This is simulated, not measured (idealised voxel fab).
You're looking at the process module voxel wiring stack.
Xsec cut, 190 nm wide, square cell size 5 nm.
Cross-section = grid of square cells, listed top down in bands; band = one or more rows. Read a band's entry like this: the first values are the height of its top and the height of its bottom in nm, and what follows is the sequence of materials from left to right, each with its width in nm. Note that "empty" is empty space, and that a single material marked "edge to edge" reaches across the band from edge to edge. The level at which height equals 0 is the one under which the wafer, as it arrives, is entirely one material. No lower edge exists for the bottom band, which continues downward and is notated as in "0 nm and below". Read "30->40" as a graded width: first number on top, second number at the bottom, same change between each pair of neighbouring rows. For the purposes of this document, the phrase "no change" attached to a step denotes that no cell within the cross-section was modified by that step. "Enclosed void inventory" means: voids of 8 cells or more that are shut off from the top with no open way through. Written width x height at distance, distance from the left edge, in nm. On each step's line, the part that comes after the settings is the simulator's own comment on the step. A step line may carry the setting "overlay nm", which, for steps involving a mask, states the distance by which the mask lay to the right of its intended position; negative values denote displacement to the left.

# The steps planned for the process are as follows
1: RECEIVE [material Si]
2: CONFORMAL_DEP [material SiO2] [thk nm 15]
3: CONFORMAL_DEP [material SiN] [thk nm 5]
4: DIRECTIONAL_DEP [material lowk] [thk nm 20]
5: PATTERN [tone open] [mask id METAL_1] [material resist] [width nm 25] [pitch nm 45] [thk nm 15] [overlay nm 0]
6: DIRECTIONAL_ETCH [etch materials lowk] [depth nm 20]
7: DIRECTIONAL_ETCH [etch materials SiN] [depth nm 5]
8: STRIP [etch materials resist]
9: CONFORMAL_DEP [material TiN] [thk nm 5]
10: FILL_DEP [material Cu] [thk nm 10]
11: CMP [height nm 40]
12: CONFORMAL_DEP [material SiCN] [thk nm 5]
13: DIRECTIONAL_DEP [material lowk] [thk nm 10]
14: PATTERN [tone open] [mask id PLUG_1] [material resist] [width nm 15] [pitch nm 90] [thk nm 20] [overlay nm 0]
15: DIRECTIONAL_ETCH [etch materials lowk] [depth nm 10]
16: DIRECTIONAL_ETCH [etch materials SiCN] [depth nm 5]
17: STRIP [etch materials resist]
18: CONFORMAL_DEP [material TiN] [thk nm 5]
19: FILL_DEP [material W] [thk nm 5]
20: CMP [height nm 55]
21: CONFORMAL_DEP [material SiN] [thk nm 5]
22: DIRECTIONAL_DEP [material lowk] [thk nm 20]
23: MASKED_ETCH [tone open] [mask id METAL_2] [width nm 25] [pitch nm 45] [etch materials lowk] [depth nm 20] [overlay nm 0]
24: MASKED_ETCH [tone open] [mask id METAL_2] [width nm 25] [pitch nm 45] [etch materials SiN] [depth nm 5] [overlay nm 0]
25: CONFORMAL_DEP [material TiN] [thk nm 5]
26: FILL_DEP [material Cu] [thk nm 10]
27: CMP [height nm 80]
28: EPI [material Ru] [thk nm 5]
29: FILL_DEP [material SiCN] [thk nm 5]

# The cross-section here shows the wafer as received, i.e. in its state after step 1
	0 nm and below  Si edge to edge
	Enclosed void inventory: none

# Final cross-section, module run with one mistake (start and plan as above)
	90 nm to 85 nm  SiCN edge to edge
	85 nm to 80 nm  Ru (20)  SiCN (15)  Ru (30)  SiCN (15)  Ru (30)  SiCN (15)  Ru (30)  SiCN (15)  Ru (20)
	80 nm to 65 nm  Cu (10)  TiN (5)  lowk (25)  TiN (5)  Cu (10)  TiN (5)  lowk (25)  TiN (5)  Cu (10)  TiN (5)  lowk (25)  TiN (5)  Cu (10)  TiN (5)  lowk (25)  TiN (5)  Cu (10)
	65 nm to 60 nm  TiN (15)  lowk (25)  TiN (20)  lowk (25)  TiN (20)  lowk (25)  TiN (20)  lowk (25)  TiN (15)
	60 nm to 55 nm  SiN edge to edge
	55 nm to 45 nm  lowk (15)  TiN (5)  W (5)  TiN (5)  lowk (75)  TiN (5)  W (5)  TiN (5)  lowk (70)
	45 nm to 40 nm  SiCN (15)  TiN (15)  SiCN (75)  TiN (15)  SiCN (70)
	40 nm to 20 nm  lowk (15)  TiN (5)  Cu (15)  TiN (5)  lowk (20)  TiN (5)  Cu (15)  TiN (5)  lowk (20)  TiN (5)  Cu (15)  TiN (5)  lowk (20)  TiN (5)  Cu (15)  TiN (5)  lowk (15)
	20 nm to 15 nm  SiN (15)  TiN (25)  SiN (20)  TiN (25)  SiN (20)  TiN (25)  SiN (20)  TiN (25)  SiN (15)
	15 nm to 0 nm  SiO2 edge to edge
	0 nm and below  Si edge to edge
	Enclosed void inventory: none
Error vs. plan: step 23: run off-plan, actual operation and settings MASKED_ETCH [tone cover] [mask id METAL_2] [width nm 25] [pitch nm 45] [etch materials lowk] [depth nm 20] [overlay nm 0]
